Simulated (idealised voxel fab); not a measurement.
process module | voxel local oxidation
cross-section cut | 285 nm wide | cells 5 nm
A cross-section is a grid of square cells, given in bands from the top down. A band is one or more rows of cells.
Each band's line starts with the height of the band's top and of its bottom, in nm. Then come its materials from left to right, each with its width in nm. One material with "throughout" fills the band from edge to edge. "air" is empty space.
Height 0 is the level under which the wafer as received is all one material. The lowest band goes on downwards, as in "0 down".
A width such as "30 to 40" changes by the same amount from each row of cells to the next, from the band's top row to its bottom row.
"no change" after a step means that no cell of the cross-section changed.
closed voids: empty space of 8 cells or more with no open way to the top, each as width x height at its distance from the left edge, in nm
after a step's settings: what the simulator itself notes on the step
overlay nm, on a step with a mask: how far to the right of its planned place the mask lay; to the left if negative
plan
1 op RECEIVE | material Si
2 op OXIDIZE | depth nm 5
3 op CONFORMAL_DEP | material SiN | thk nm 15
4 op DIRECTIONAL_DEP | material aC | thk nm 5
5 op PATTERN | tone cover | mask id ACTIVE | material resist | width nm 105 | pitch nm 125 | thk nm 25 | overlay nm 0
6 op DIRECTIONAL_ETCH | etch materials aC | depth nm 10
7 op STRIP | etch materials resist
8 op DIRECTIONAL_ETCH | etch materials SiN | depth nm 15
9 op STRIP | etch materials aC
10 op SELECTIVE_ETCH | etch materials SiO2 | depth nm 5
11 op OXIDIZE | depth nm 15
12 op STRIP | etch materials SiN
varied across the wafers: thk nm of step 4. The plan shows the first wafer's value. All wafers start alike
first wafer as received, after step 1
  0 down: Si throughout
  closed voids: none
first wafer at the end, after step 12
  0 to -5: air 30 | SiO2 95 | air 30 | SiO2 95 | air 35
  -5 to -20: SiO2 45 | Si 65 | SiO2 60 | Si 65 | SiO2 50
  -20 down: Si throughout
  closed voids: none
last wafer at the end
  0 to -5: SiO2 throughout
  -5 down: Si throughout
  closed voids: none
each wafer at the end: cells of each material gained (+) or lost (-) since it was received, then its closed voids
thk nm 5 | -150 Si | +131 SiO2 | closed voids: none
thk nm 10 | -150 Si | +131 SiO2 | closed voids: none
thk nm 15 | -57 Si | +57 SiO2 | closed voids: none
thk nm 20 | -57 Si | +57 SiO2 | closed voids: none
thk nm 25 | -57 Si | +57 SiO2 | closed voids: none
